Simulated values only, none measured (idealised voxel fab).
process module | voxel self aligned vias
cross-section cut | 220 nm wide | cells 5 nm
A cross-section is a grid of square cells, given in bands from the top down. A band is one or more rows of cells.
Each band's line starts with the height of the band's top and of its bottom, in nm. Then come its materials from left to right, each with its width in nm. One material with "throughout" fills the band from edge to edge. "air" is empty space.
Height 0 is the level under which the wafer as received is all one material. The lowest band goes on downwards, as in "0 down".
A width such as "30 to 40" changes by the same amount from each row of cells to the next, from the band's top row to its bottom row.
"no change" after a step means that no cell of the cross-section changed.
closed voids: empty space of 8 cells or more with no open way to the top, each as width x height at its distance from the left edge, in nm
after a step's settings: what the simulator itself notes on the step
overlay nm, on a step with a mask: how far to the right of its planned place the mask lay; to the left if negative
plan
1 op RECEIVE | material Si
2 op CONFORMAL_DEP | material SiO2 | thk nm 10
3 op CONFORMAL_DEP | material SiCN | thk nm 5
4 op DIRECTIONAL_DEP | material lowk | thk nm 20
5 op PATTERN | tone open | mask id LINES | material resist | width nm 15 | pitch nm 70 | thk nm 15 | overlay nm 0
6 op DIRECTIONAL_ETCH | etch materials lowk | depth nm 20
7 op STRIP | etch materials resist
8 op CONFORMAL_DEP | material TiN | thk nm 5
9 op FILL_DEP | material W | thk nm 5
10 op CMP | height nm 35
11 op SELECTIVE_ETCH | etch materials W Ru TiN | depth nm 5
12 op FILL_DEP | material SiN | thk nm 5
13 op CMP | height nm 35
14 op DIRECTIONAL_DEP | material lowk | thk nm 20
15 op PATTERN | tone open | mask id VIAS | material resist | width nm 45 | thk nm 20 | overlay nm 0
16 op DIRECTIONAL_ETCH | etch materials lowk | depth nm 20
17 op DIRECTIONAL_ETCH | etch materials SiN | depth nm 5
18 op STRIP | etch materials resist
19 op CONFORMAL_DEP | material TiN | thk nm 5
20 op FILL_DEP | material W | thk nm 5
21 op CMP | height nm 55
22 op CONFORMAL_DEP | material SiCN | thk nm 5
varied across the wafers: width nm of step 5. The plan shows the first wafer's value. All wafers start alike
first wafer as received, after step 1
  0 down: Si throughout
  closed voids: none
first wafer at the end, after step 22
  60 to 55: SiCN throughout
  55 to 40: lowk 50 | TiN 5 | W 35 | TiN 5 | lowk 125
  40 to 35: lowk 50 | TiN 20 | W 5 | TiN 20 | lowk 125
  35 to 30: lowk 65 | TiN 15 | lowk 55 | SiN 15 | lowk 70
  30 to 20: lowk 65 | TiN 5 | W 5 | TiN 5 | lowk 55 | TiN 5 | W 5 | TiN 5 | lowk 70
  20 to 15: lowk 65 | TiN 15 | lowk 55 | TiN 15 | lowk 70
  15 to 10: SiCN throughout
  10 to 0: SiO2 throughout
  0 down: Si throughout
  closed voids: none
last wafer at the end
  60 to 55: SiCN throughout
  55 to 40: lowk 50 | TiN 5 | W 35 | TiN 5 | lowk 125
  40 to 35: lowk 50 | TiN 10 | W 30 | TiN 5 | lowk 125
  35 to 30: lowk 55 | TiN 40 | lowk 30 | SiN 40 | lowk 55
  30 to 20: lowk 55 | TiN 5 | W 30 | TiN 5 | lowk 30 | TiN 5 | W 30 | TiN 5 | lowk 55
  20 to 15: lowk 55 | TiN 40 | lowk 30 | TiN 40 | lowk 55
  15 to 10: SiCN throughout
  10 to 0: SiO2 throughout
  0 down: Si throughout
  closed voids: none
each wafer at the end: cells of each material gained (+) or lost (-) since it was received, then its closed voids
width nm 15 | +88 SiCN | +3 SiN | +88 SiO2 | +31 TiN | +26 W | +292 lowk | closed voids: none
width nm 20 | +88 SiCN | +4 SiN | +88 SiO2 | +33 TiN | +31 W | +284 lowk | closed voids: none
width nm 25 | +88 SiCN | +5 SiN | +88 SiO2 | +35 TiN | +36 W | +276 lowk | closed voids: none
width nm 30 | +88 SiCN | +6 SiN | +88 SiO2 | +37 TiN | +41 W | +268 lowk | closed voids: none
width nm 35 | +88 SiCN | +7 SiN | +88 SiO2 | +39 TiN | +46 W | +260 lowk | closed voids: none
width nm 40 | +88 SiCN | +8 SiN | +88 SiO2 | +41 TiN | +51 W | +252 lowk | closed voids: none
